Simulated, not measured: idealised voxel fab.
voxel self aligned vias: a process module
Cross-sectional view cut (width: 275 nm; square cell size: 5 nm).
Bands, listed from the top down, are how a cross-section gets written in this document; the cross-section itself is a grid of square cells, and a band is one or more rows of them.
Per band: top height and bottom height in nm, followed by the left-to-right materials and their widths in nm; "throughout" marks a single material spanning edge to edge, "blank" marks empty space.
Height 0 is the level under which the wafer as received is all one material. The lowest band goes on downwards, as in "0 and below".
The notation "30..40" denotes a width that varies across the rows of cells in the band, beginning at the first number in the top row, finishing at the second number in the bottom row, and changing by an identical amount from each row to the next.
Take "no alterations made" at face value: in the step it is given for, the cross-section changed in none of its cells.
Empty spaces without an open route to the top, at least 8 cells in extent, make up the entry "Completely enclosed voids"; each is given as width x height at distance, where the distance is measured from the left edge, and all are in nm.
That trailing text on a step's line, after the settings, is the simulator's own remark on the step.
You can add "overlay nm" to a step's line. For a step with a mask, it describes how far the mask lay to the right of its planned position, and a negative number describes a lay to the left.

The planned process steps are enumerated hereunder:
1. RECEIVE | material Si
2. CONFORMAL_DEP | material SiO2 | thk nm 15
3. CONFORMAL_DEP | material SiCN | thk nm 5
4. DIRECTIONAL_DEP | material SiO2 | thk nm 30
5. DIRECTIONAL_DEP | material aC | thk nm 15
6. PATTERN | tone open | mask id LINES | material resist | width nm 20 | pitch nm 65 | thk nm 35 | overlay nm 0
7. DIRECTIONAL_ETCH | etch materials aC | depth nm 15
8. STRIP | etch materials resist
9. DIRECTIONAL_ETCH | etch materials SiO2 | depth nm 30
10. STRIP | etch materials aC
11. CONFORMAL_DEP | material TiN | thk nm 5
12. FILL_DEP | material W | thk nm 5
13. CMP | height nm 50
14. SELECTIVE_ETCH | etch materials W Ru TiN | depth nm 5
15. FILL_DEP | material SiN | thk nm 10
16. CMP | height nm 50
17. DIRECTIONAL_DEP | material SiO2 | thk nm 15
18. DIRECTIONAL_DEP | material aC | thk nm 15
19. PATTERN | tone open | mask id VIAS | material resist | width nm 40 | pitch nm 130 | thk nm 35 | overlay nm 0
20. DIRECTIONAL_ETCH | etch materials aC | depth nm 15
21. STRIP | etch materials resist
22. DIRECTIONAL_ETCH | etch materials SiO2 | depth nm 15
23. DIRECTIONAL_ETCH | etch materials SiN | depth nm 5
24. STRIP | etch materials aC
25. CONFORMAL_DEP | material TiN | thk nm 5
26. FILL_DEP | material Cu | thk nm 5
27. CMP | height nm 65
28. CONFORMAL_DEP | material SiCN | thk nm 5

First of two wafers, with the run carried out as planned:

Incoming wafer, cross-sectional view, post step 1:
  0 and below: Si throughout
  Completely enclosed voids: none

After step 2: wafer cross-section:
  15 down to 0: SiO2 throughout
  Anything lower than 0 is untouched.

After step 3: wafer cross-section:
  20 down to 15: SiCN throughout
  Anything lower than 15 is untouched.

After step 4: wafer cross-section:
  50 down to 20: SiO2 throughout
  Anything lower than 20 is untouched.

After step 5: wafer cross-section:
  65 down to 50: aC throughout
  Anything lower than 50 is untouched.

After step 6: wafer cross-section:
  100 down to 65: resist: 60, blank: 20, resist: 45, blank: 20, resist: 45, blank: 20, resist: 65
  Anything lower than 65 is untouched.

After step 7: wafer cross-section:
  85 down to 65: resist: 60, blank: 20, resist: 45, blank: 20, resist: 45, blank: 20, resist: 65
  65 down to 50: aC: 60, blank: 20, aC: 45, blank: 20, aC: 45, blank: 20, aC: 65
  Anything lower than 50 is untouched.

After step 8: wafer cross-section:
  65 down to 50: aC: 60, blank: 20, aC: 45, blank: 20, aC: 45, blank: 20, aC: 65
  Anything lower than 50 is untouched.

After step 9: wafer cross-section:
  65 down to 50: aC: 60, blank: 20, aC: 45, blank: 20, aC: 45, blank: 20, aC: 65
  50 down to 20: SiO2: 60, blank: 20, SiO2: 45, blank: 20, SiO2: 45, blank: 20, SiO2: 65
  Anything lower than 20 is untouched.

After step 10: wafer cross-section:
  50 down to 20: SiO2: 60, blank: 20, SiO2: 45, blank: 20, SiO2: 45, blank: 20, SiO2: 65
  Anything lower than 20 is untouched.

After step 11: wafer cross-section:
  55 down to 50: TiN: 65, blank: 10, TiN: 55, blank: 10, TiN: 55, blank: 10, TiN: 70
  50 down to 25: SiO2: 60, TiN: 5, blank: 10, TiN: 5, SiO2: 45, TiN: 5, blank: 10, TiN: 5, SiO2: 45, TiN: 5, blank: 10, TiN: 5, SiO2: 65
  25 down to 20: SiO2: 60, TiN: 20, SiO2: 45, TiN: 20, SiO2: 45, TiN: 20, SiO2: 65
  Anything lower than 20 is untouched.

After step 12: wafer cross-section:
  60 down to 55: W throughout
  55 down to 50: TiN: 65, W: 10, TiN: 55, W: 10, TiN: 55, W: 10, TiN: 70
  50 down to 25: SiO2: 60, TiN: 5, W: 10, TiN: 5, SiO2: 45, TiN: 5, W: 10, TiN: 5, SiO2: 45, TiN: 5, W: 10, TiN: 5, SiO2: 65
  Anything lower than 25 is untouched.

After step 13: wafer cross-section:
  50 down to 25: SiO2: 60, TiN: 5, W: 10, TiN: 5, SiO2: 45, TiN: 5, W: 10, TiN: 5, SiO2: 45, TiN: 5, W: 10, TiN: 5, SiO2: 65
  Anything lower than 25 is untouched.

After step 14: wafer cross-section:
  50 down to 45: SiO2: 60, blank: 20, SiO2: 45, blank: 20, SiO2: 45, blank: 20, SiO2: 65
  Anything lower than 45 is untouched.

After step 15: wafer cross-section:
  60 down to 50: SiN throughout
  50 down to 45: SiO2: 60, SiN: 20, SiO2: 45, SiN: 20, SiO2: 45, SiN: 20, SiO2: 65
  Anything lower than 45 is untouched.

After step 16: wafer cross-section:
  50 down to 45: SiO2: 60, SiN: 20, SiO2: 45, SiN: 20, SiO2: 45, SiN: 20, SiO2: 65
  Anything lower than 45 is untouched.

After step 17: wafer cross-section:
  65 down to 50: SiO2 throughout
  Anything lower than 50 is untouched.

After step 18: wafer cross-section:
  80 down to 65: aC throughout
  Anything lower than 65 is untouched.

After step 19: wafer cross-section:
  115 down to 80: resist: 50, blank: 40, resist: 90, blank: 40, resist: 55
  Anything lower than 80 is untouched.

After step 20: wafer cross-section:
  100 down to 80: resist: 50, blank: 40, resist: 90, blank: 40, resist: 55
  80 down to 65: aC: 50, blank: 40, aC: 90, blank: 40, aC: 55
  Anything lower than 65 is untouched.

After step 21: wafer cross-section:
  80 down to 65: aC: 50, blank: 40, aC: 90, blank: 40, aC: 55
  Anything lower than 65 is untouched.

After step 22: wafer cross-section:
  80 down to 65: aC: 50, blank: 40, aC: 90, blank: 40, aC: 55
  65 down to 50: SiO2: 50, blank: 40, SiO2: 90, blank: 40, SiO2: 55
  Anything lower than 50 is untouched.

After step 23: wafer cross-section:
  80 down to 65: aC: 50, blank: 40, aC: 90, blank: 40, aC: 55
  65 down to 50: SiO2: 50, blank: 40, SiO2: 90, blank: 40, SiO2: 55
  50 down to 45: SiO2: 60, blank: 20, SiO2: 45, SiN: 20, SiO2: 45, blank: 20, SiO2: 65
  Anything lower than 45 is untouched.

After step 24: wafer cross-section:
  65 down to 50: SiO2: 50, blank: 40, SiO2: 90, blank: 40, SiO2: 55
  Anything lower than 50 is untouched.

After step 25: wafer cross-section:
  70 down to 65: TiN: 55, blank: 30, TiN: 100, blank: 30, TiN: 60
  65 down to 55: SiO2: 50, TiN: 5, blank: 30, TiN: 5, SiO2: 90, TiN: 5, blank: 30, TiN: 5, SiO2: 55
  55 down to 50: SiO2: 50, TiN: 15, blank: 10, TiN: 15, SiO2: 90, TiN: 15, blank: 10, TiN: 15, SiO2: 55
  50 down to 45: SiO2: 60, TiN: 20, SiO2: 45, SiN: 20, SiO2: 45, TiN: 20, SiO2: 65
  Anything lower than 45 is untouched.

After step 26: wafer cross-section:
  75 down to 70: Cu throughout
  70 down to 65: TiN: 55, Cu: 30, TiN: 100, Cu: 30, TiN: 60
  65 down to 55: SiO2: 50, TiN: 5, Cu: 30, TiN: 5, SiO2: 90, TiN: 5, Cu: 30, TiN: 5, SiO2: 55
  55 down to 50: SiO2: 50, TiN: 15, Cu: 10, TiN: 15, SiO2: 90, TiN: 15, Cu: 10, TiN: 15, SiO2: 55
  Anything lower than 50 is untouched.

After step 27: wafer cross-section:
  65 down to 55: SiO2: 50, TiN: 5, Cu: 30, TiN: 5, SiO2: 90, TiN: 5, Cu: 30, TiN: 5, SiO2: 55
  Anything lower than 55 is untouched.

After step 28: wafer cross-section:
  70 down to 65: SiCN throughout
  Anything lower than 65 is untouched.

Regarding the second of the two wafers: it shared the first wafer's starting condition and process plan, yet one error occurred during its execution. Its history coincides with that of the first wafer up to and including step 13:

Cross-sectional representation of the second wafer at the time designated in the plan for the completion of step 14:
  50 down to 35: SiO2: 60, blank: 20, SiO2: 45, blank: 20, SiO2: 45, blank: 20, SiO2: 65
  Anything lower than 35 is untouched.

Cross-sectional representation of the second wafer at the time designated in the plan for the completion of step 15:
  60 down to 50: SiN throughout
  50 down to 35: SiO2: 60, SiN: 20, SiO2: 45, SiN: 20, SiO2: 45, SiN: 20, SiO2: 65
  Anything lower than 35 is untouched.

Cross-sectional representation of the second wafer at the time designated in the plan for the completion of step 16:
  50 down to 35: SiO2: 60, SiN: 20, SiO2: 45, SiN: 20, SiO2: 45, SiN: 20, SiO2: 65
  Anything lower than 35 is untouched.

Cross-sectional representation of the second wafer at the time designated in the plan for the completion of step 17:
  65 down to 50: SiO2 throughout
  Anything lower than 50 is untouched.

Cross-sectional representation of the second wafer at the time designated in the plan for the completion of step 18:
  80 down to 65: aC throughout
  Anything lower than 65 is untouched.

Cross-sectional representation of the second wafer at the time designated in the plan for the completion of step 19:
  115 down to 80: resist: 50, blank: 40, resist: 90, blank: 40, resist: 55
  Anything lower than 80 is untouched.

Cross-sectional representation of the second wafer at the time designated in the plan for the completion of step 20:
  100 down to 80: resist: 50, blank: 40, resist: 90, blank: 40, resist: 55
  80 down to 65: aC: 50, blank: 40, aC: 90, blank: 40, aC: 55
  Anything lower than 65 is untouched.

Cross-sectional representation of the second wafer at the time designated in the plan for the completion of step 21:
  80 down to 65: aC: 50, blank: 40, aC: 90, blank: 40, aC: 55
  Anything lower than 65 is untouched.

Cross-sectional representation of the second wafer at the time designated in the plan for the completion of step 22:
  80 down to 65: aC: 50, blank: 40, aC: 90, blank: 40, aC: 55
  65 down to 50: SiO2: 50, blank: 40, SiO2: 90, blank: 40, SiO2: 55
  Anything lower than 50 is untouched.

Cross-sectional representation of the second wafer at the time designated in the plan for the completion of step 23:
  80 down to 65: aC: 50, blank: 40, aC: 90, blank: 40, aC: 55
  65 down to 50: SiO2: 50, blank: 40, SiO2: 90, blank: 40, SiO2: 55
  50 down to 45: SiO2: 60, blank: 20, SiO2: 45, SiN: 20, SiO2: 45, blank: 20, SiO2: 65
  Anything lower than 45 is untouched.

Cross-sectional representation of the second wafer at the time designated in the plan for the completion of step 24:
  65 down to 50: SiO2: 50, blank: 40, SiO2: 90, blank: 40, SiO2: 55
  Anything lower than 50 is untouched.

Cross-sectional representation of the second wafer at the time designated in the plan for the completion of step 25:
  70 down to 65: TiN: 55, blank: 30, TiN: 100, blank: 30, TiN: 60
  65 down to 55: SiO2: 50, TiN: 5, blank: 30, TiN: 5, SiO2: 90, TiN: 5, blank: 30, TiN: 5, SiO2: 55
  55 down to 50: SiO2: 50, TiN: 15, blank: 10, TiN: 15, SiO2: 90, TiN: 15, blank: 10, TiN: 15, SiO2: 55
  50 down to 45: SiO2: 60, TiN: 20, SiO2: 45, SiN: 20, SiO2: 45, TiN: 20, SiO2: 65
  Anything lower than 45 is untouched.

Cross-sectional representation of the second wafer at the time designated in the plan for the completion of step 26:
  75 down to 70: Cu throughout
  70 down to 65: TiN: 55, Cu: 30, TiN: 100, Cu: 30, TiN: 60
  65 down to 55: SiO2: 50, TiN: 5, Cu: 30, TiN: 5, SiO2: 90, TiN: 5, Cu: 30, TiN: 5, SiO2: 55
  55 down to 50: SiO2: 50, TiN: 15, Cu: 10, TiN: 15, SiO2: 90, TiN: 15, Cu: 10, TiN: 15, SiO2: 55
  Anything lower than 50 is untouched.

Cross-sectional representation of the second wafer at the time designated in the plan for the completion of step 27:
  65 down to 55: SiO2: 50, TiN: 5, Cu: 30, TiN: 5, SiO2: 90, TiN: 5, Cu: 30, TiN: 5, SiO2: 55
  Anything lower than 55 is untouched.

Cross-sectional representation of the second wafer at the time designated in the plan for the completion of step 28:
  70 down to 65: SiCN throughout
  Anything lower than 65 is untouched.
In executing the process, a mistake was made relative to the plan: step 14 did not happen as planned, as run it was SELECTIVE_ETCH | etch materials W Ru TiN | depth nm 15
Counted in cells at the end, the second wafer holds more or fewer of these materials than the first: 24 more of SiN | 12 fewer of TiN | 12 fewer of W
